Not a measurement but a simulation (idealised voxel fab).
process module | voxel air gaps
cross-section cut | 220 nm wide | cells 5 nm
A cross-section is a grid of square cells, given in bands from the top down. A band is one or more rows of cells.
Each band's line starts with the height of the band's top and of its bottom, in nm. Then come its materials from left to right, each with its width in nm. One material with "throughout" fills the band from edge to edge. "air" is empty space.
Height 0 is the level under which the wafer as received is all one material. The lowest band goes on downwards, as in "0 down".
A width such as "30 to 40" changes by the same amount from each row of cells to the next, from the band's top row to its bottom row.
"no change" after a step means that no cell of the cross-section changed.
closed voids: empty space of 8 cells or more with no open way to the top, each as width x height at its distance from the left edge, in nm
after a step's settings: what the simulator itself notes on the step
overlay nm, on a step with a mask: how far to the right of its planned place the mask lay; to the left if negative
plan
1 op RECEIVE | material Si
2 op CONFORMAL_DEP | material SiO2 | thk nm 10
3 op CONFORMAL_DEP | material SiN | thk nm 5
4 op DIRECTIONAL_DEP | material SiO2 | thk nm 40
5 op MASKED_ETCH | tone open | mask id LINES | width nm 15 | pitch nm 40 | etch materials SiO2 | depth nm 40 | overlay nm 0
6 op CONFORMAL_DEP | material TiN | thk nm 5
7 op FILL_DEP | material Ru | thk nm 5
8 op CMP | height nm 55
9 op EPI | material Ru | thk nm 10
10 op SELECTIVE_ETCH | etch materials SiO2 | depth nm 50
11 op CONFORMAL_DEP | material SiCN | thk nm 5
as received, after step 1
  0 down: Si throughout
  closed voids: none
a wafer at the end: this start, this plan, one mistake
  70 to 65: SiCN throughout
  65 to 55: Ru throughout
  55 to 50: TiN 65 | Ru 5 | TiN 35 | Ru 5 | TiN 35 | Ru 5 | TiN 70
  50 to 20: SiO2 60 | TiN 5 | Ru 5 | TiN 5 | SiO2 25 | TiN 5 | Ru 5 | TiN 5 | SiO2 25 | TiN 5 | Ru 5 | TiN 5 | SiO2 65
  20 to 15: SiO2 60 | TiN 15 | SiO2 25 | TiN 15 | SiO2 25 | TiN 15 | SiO2 65
  15 to 10: SiN throughout
  10 to 0: SiO2 throughout
  0 down: Si throughout
  closed voids: none
what went wrong: step 4 ran as: op DIRECTIONAL_DEP | material SiO2 | thk nm 35
